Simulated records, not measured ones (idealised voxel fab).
Process module, titled voxel capacitor over wiring
We display cut, a cross-section 275 nm in width whose square cells are each 5 nm.
Think of the cross-section as a grid of square cells. We describe it in bands, top to bottom, and each band covers one or more rows of those cells. Top height, bottom height, nm. Materials left to right, width each, nm. Single material + "everywhere" = fills band edge to edge. "blank" = empty. Counting heights begins at 0, where everything beneath is, in the wafer as received, one material. The lowest band has no bottom; it goes on downwards, as "top 0, no bottom" shows. The notation "30 to 40" denotes a width that varies across the rows of cells in the band, beginning at the first number in the top row, finishing at the second number in the bottom row, and changing by an identical amount from each row to the next. "nothing changed" after a step means that no cell of the cross-section changed. Closed-off voids of 8+ cells (no open route to the top) go in "Catalogued sealed voids", written width x height at distance from the left edge, in nm. On each step's line, the part that comes after the settings is the simulator's own comment on the step. For masked steps, "overlay nm" on the step line gives how far right of plan the mask actually lay; a minus sign means it lay to the left.
# The steps planned for the process are as follows
1) RECEIVE: material Si
2) CONFORMAL_DEP: material SiO2, thk nm 10
3) DIRECTIONAL_DEP: material TiN, thk nm 5
4) DIRECTIONAL_DEP: material Ru, thk nm 20
5) PATTERN: tone cover, mask id METAL_1, material resist, width nm 20, pitch nm 75, thk nm 20, overlay nm 0
6) DIRECTIONAL_ETCH: etch materials Ru, depth nm 20
7) DIRECTIONAL_ETCH: etch materials TiN, depth nm 5
8) STRIP: etch materials resist
9) CONFORMAL_DEP: material SiN, thk nm 5
10) FILL_DEP: material SiO2, thk nm 5
11) CMP: height nm 35
12) CONFORMAL_DEP: material SiCN, thk nm 5
13) DIRECTIONAL_DEP: material SiO2, thk nm 15
14) DIRECTIONAL_DEP: material aC, thk nm 15
15) PATTERN: tone open, mask id PLUG_1, material resist, width nm 15, thk nm 30, overlay nm 0
16) DIRECTIONAL_ETCH: etch materials aC, depth nm 15
17) STRIP: etch materials resist
18) DIRECTIONAL_ETCH: etch materials SiO2, depth nm 15
19) DIRECTIONAL_ETCH: etch materials SiCN, depth nm 5
20) STRIP: etch materials aC
21) CONFORMAL_DEP: material TiN, thk nm 5
22) FILL_DEP: material Ru, thk nm 5
23) CMP: height nm 55
24) DIRECTIONAL_DEP: material TiN, thk nm 5
25) DIRECTIONAL_DEP: material Al2O3, thk nm 5
26) DIRECTIONAL_DEP: material TiN, thk nm 5
27) MASKED_ETCH: tone cover, mask id UPPER_PLATE, width nm 60, etch materials TiN, depth nm 5, overlay nm 0
28) MASKED_ETCH: tone cover, mask id UPPER_PLATE, width nm 60, etch materials Al2O3, depth nm 5, overlay nm 0
29) PATTERN: tone cover, mask id LOWER_PLATE, material resist, width nm 70, thk nm 15, overlay nm 0
30) DIRECTIONAL_ETCH: etch materials TiN, depth nm 5
31) STRIP: etch materials resist
32) FILL_DEP: material SiO2, thk nm 15
33) CMP: height nm 80
34) PATTERN: tone open, mask id PLUG_2, material resist, width nm 15, thk nm 20, overlay nm 0
35) DIRECTIONAL_ETCH: etch materials SiO2, depth nm 10
36) STRIP: etch materials resist
37) CONFORMAL_DEP: material TiN, thk nm 5
38) FILL_DEP: material Ru, thk nm 5
39) CMP: height nm 80
40) CONFORMAL_DEP: material SiCN, thk nm 5
# Delivered wafer in cross-section: state after step 1
top 0, no bottom: Si everywhere
Catalogued sealed voids: none
# Here's the wafer cut in cross-section after the module, started and planned just like above, except one thing was done wrong in the run
top 85, bottom 80: SiCN everywhere
top 80, bottom 75: 105 nm SiO2; 5 nm TiN; 5 nm Ru; 5 nm TiN; 155 nm SiO2
top 75, bottom 65: 105 to 95 nm SiO2; 15 to 60 nm TiN; 155 to 120 nm SiO2
top 65, bottom 60: 95 nm SiO2; 60 nm Al2O3; 120 nm SiO2
top 60, bottom 55: 90 nm SiO2; 70 nm TiN; 115 nm SiO2
top 55, bottom 40: 90 nm SiO2; 5 nm TiN; 5 nm Ru; 5 nm TiN; 170 nm SiO2
top 40, bottom 35: 90 nm SiCN; 15 nm TiN; 170 nm SiCN
top 35, bottom 15: 85 nm SiO2; 5 nm SiN; 20 nm Ru; 5 nm SiN; 45 nm SiO2; 5 nm SiN; 20 nm Ru; 5 nm SiN; 85 nm SiO2
top 15, bottom 10: 90 nm SiN; 20 nm TiN; 55 nm SiN; 20 nm TiN; 90 nm SiN
top 10, bottom 0: SiO2 everywhere
top 0, no bottom: Si everywhere
Catalogued sealed voids: none
Against the plan, the run slipped here: step 15 did not use the planned setting and instead ran as PATTERN: tone open, mask id PLUG_1, material resist, width nm 15, thk nm 30, overlay nm -5
